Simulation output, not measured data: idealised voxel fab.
The document below concerns the process module designated voxel trench capacitor.
Each square cell in cross-section cut measures 5 nm, and the section as a whole is 230 nm wide.
Heads up, the way a cross-section reads in here is a grid of square cells, handed over as bands from the top down, with every band being one or more rows of cells.
The band entry comprises the height of the band's top followed by the height of its bottom, expressed in nm, and subsequently the band's materials from left to right, each stated together with its width in nm. Where a single material is marked with the word "full width", that material fills the band from edge to edge. The word "empty" represents empty space.
The reference from which all heights are counted is 0, the level beneath which the as-received wafer is entirely one material; the lowest band, having no lower bound, proceeds downward and is written after the example "from 0 down".
It should be noted that a width expressed as "30 to 40" varies in equal increments from row to row of cells within the band, taking the value of the first number at the top row and that of the second number at the bottom row.
Key: "no modification" - step with no changed cell in the cross-section.
For the entry "Sealed-off cavities", the listed items are empty spaces with no open way to the top whose size is 8 cells or more; each item follows the pattern width x height at distance, where distance is from the left edge and all three are in nm.
If you see something after the settings on a step's line, that's the simulator's own remark about that step.
The setting "overlay nm" may be written on the line of a step. When the step uses a mask, the value reports how far to the right of the planned place the mask lay, and a negative value reports that it lay to the left.

### These are the steps we planned for the process
1. RECEIVE, material Si
2. CONFORMAL_DEP, material SiN, thk nm 5
3. DIRECTIONAL_DEP, material aC, thk nm 5
4. PATTERN, tone open, mask id TRENCH, material resist, width nm 30, pitch nm 55, thk nm 35, overlay nm 0
5. DIRECTIONAL_ETCH, etch materials aC, depth nm 15
6. STRIP, etch materials resist
7. DIRECTIONAL_ETCH, etch materials SiN, depth nm 5
8. DIRECTIONAL_ETCH, etch materials Si, depth nm 35
9. STRIP, etch materials aC
10. CONFORMAL_DEP, material HfO2, thk nm 5
11. CONFORMAL_DEP, material TiN, thk nm 5
12. FILL_DEP, material W, thk nm 5
13. CMP, height nm 5
For clarity, it should be stated that the wafers under discussion commence in an identical condition and differ with respect to the thk nm of step 3, the plan indicating the value that the first wafer had.

### Cross-section of the first incoming wafer of several, state after step 1
> from 0 down = Si full width
> Sealed-off cavities: none

### Per wafer (row), end of module: delta in cells per material since receipt, (+) for gained, (-) for lost; closed voids after that
thk nm 5 | +80 HfO2 | -168 Si | +22 SiN | +64 TiN | +48 W | Sealed-off cavities: none
thk nm 10 | +80 HfO2 | -168 Si | +22 SiN | +64 TiN | +48 W | Sealed-off cavities: none
thk nm 15 | +80 HfO2 | -168 Si | +22 SiN | +64 TiN | +48 W | Sealed-off cavities: none
thk nm 20 | +46 SiN | Sealed-off cavities: none
thk nm 25 | +46 SiN | Sealed-off cavities: none
thk nm 30 | +46 SiN | Sealed-off cavities: none
